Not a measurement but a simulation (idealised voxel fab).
Proc. module: voxel self aligned vias
Xsec cut, 235 nm wide, square cell size 5 nm.
A cross-section is written here as square cells arranged in a grid, and it is given in bands from the top down, each band taking up one or more rows of cells. Heads up on the band format: heights come first, top then bottom, in nm. After that it's the materials left to right, each with its width in nm. A single material flagged "throughout" fills the whole band edge to edge, and "blank" means there's empty space there. Ref level 0: as-received wafer is one material below here. Bottom band extends down with no lower bound ("from 0 down"). It should be noted that a width expressed as "30->40" varies in equal increments from row to row of cells within the band, taking the value of the first number at the top row and that of the second number at the bottom row. Step note "all unchanged" = no cross-section cell changed. If an empty space has no open way to the top and is at least 8 cells in size, "Unvented voids" lists it, written width x height at distance, where distance is measured from the left edge and every value is in nm. It should be noted that, on the line of a given step, the content following the step's settings is a remark produced by the simulator itself with respect to that step. For masked steps, "overlay nm" on the step line gives how far right of plan the mask actually lay; a minus sign means it lay to the left.

-- Here's what the planned process steps look like
1: RECEIVE [material Si]
2: CONFORMAL_DEP [material SiO2] [thk nm 10]
3: CONFORMAL_DEP [material SiCN] [thk nm 5]
4: DIRECTIONAL_DEP [material lowk] [thk nm 20]
5: MASKED_ETCH [tone open] [mask id LINES] [width nm 30] [pitch nm 70] [etch materials lowk] [depth nm 20] [overlay nm -15]
6: CONFORMAL_DEP [material TiN] [thk nm 5]
7: FILL_DEP [material W] [thk nm 10]
8: CMP [height nm 35]
9: SELECTIVE_ETCH [etch materials W Ru TiN] [depth nm 5]
10: FILL_DEP [material SiN] [thk nm 5]
11: CMP [height nm 35]
12: DIRECTIONAL_DEP [material lowk] [thk nm 15]
13: PATTERN [tone open] [mask id VIAS] [material resist] [width nm 50] [thk nm 20] [overlay nm 0]
14: DIRECTIONAL_ETCH [etch materials lowk] [depth nm 15]
15: DIRECTIONAL_ETCH [etch materials SiN] [depth nm 5]
16: STRIP [etch materials resist]
17: CONFORMAL_DEP [material TiN] [thk nm 5]
18: FILL_DEP [material Cu] [thk nm 5]
19: CMP [height nm 50]
20: CONFORMAL_DEP [material SiCN] [thk nm 5]
Where the wafers of this document differ is in the overlay nm of step 5; they start out the same, and the plan states the value that applied to the first wafer.

-- As received, i.e. after step 1: cross-section through the first of several wafers
* from 0 down | Si throughout
* Unvented voids: none

-- End of module: cross-section of the first of several wafers after step 20, the last step
* from 55 to 50 | SiCN throughout
* from 50 to 40 | 55 lowk | 5 TiN | 40 Cu | 5 TiN | 130 lowk
* from 40 to 35 | 55 lowk | 5 TiN | 15 Cu | 30 TiN | 130 lowk
* from 35 to 30 | 50 lowk | 5 SiN | 25 TiN | 40 lowk | 30 SiN | 85 lowk
* from 30 to 20 | 50 lowk | 5 TiN | 20 W | 5 TiN | 40 lowk | 5 TiN | 20 W | 5 TiN | 85 lowk
* from 20 to 15 | 50 lowk | 30 TiN | 40 lowk | 30 TiN | 85 lowk
* from 15 to 10 | SiCN throughout
* from 10 to 0 | SiO2 throughout
* from 0 down | Si throughout
* Unvented voids: none

-- Cross-sectional depiction of the last of several wafers upon completion of the module
* from 55 to 50 | SiCN throughout
* from 50 to 40 | 55 lowk | 5 TiN | 40 Cu | 5 TiN | 130 lowk
* from 40 to 35 | 55 lowk | 30 TiN | 15 Cu | 5 TiN | 130 lowk
* from 35 to 30 | 80 lowk | 25 TiN | 5 SiN | 40 lowk | 30 SiN | 55 lowk
* from 30 to 20 | 80 lowk | 5 TiN | 20 W | 5 TiN | 40 lowk | 5 TiN | 20 W | 5 TiN | 55 lowk
* from 20 to 15 | 80 lowk | 30 TiN | 40 lowk | 30 TiN | 55 lowk
* from 15 to 10 | SiCN throughout
* from 10 to 0 | SiO2 throughout
* from 0 down | Si throughout
* Unvented voids: none

-- Here is how to read the rows: every wafer has a row, and it shows the wafer at the end of the module, giving for each material how many cells were gained (+) or lost (-) since the wafer was received, then listing its closed voids
overlay nm -15; +19 Cu; +94 SiCN; +7 SiN; +94 SiO2; +36 TiN; +16 W; +251 lowk; Unvented voids: none
overlay nm -10; +20 Cu; +94 SiCN; +6 SiN; +94 SiO2; +36 TiN; +16 W; +251 lowk; Unvented voids: none
overlay nm -5; +20 Cu; +94 SiCN; +6 SiN; +94 SiO2; +36 TiN; +16 W; +251 lowk; Unvented voids: none
overlay nm 0; +20 Cu; +94 SiCN; +6 SiN; +94 SiO2; +36 TiN; +16 W; +251 lowk; Unvented voids: none
overlay nm 5; +20 Cu; +94 SiCN; +6 SiN; +94 SiO2; +36 TiN; +16 W; +251 lowk; Unvented voids: none
overlay nm 10; +20 Cu; +94 SiCN; +6 SiN; +94 SiO2; +36 TiN; +16 W; +251 lowk; Unvented voids: none
overlay nm 15; +19 Cu; +94 SiCN; +7 SiN; +94 SiO2; +36 TiN; +16 W; +251 lowk; Unvented voids: none
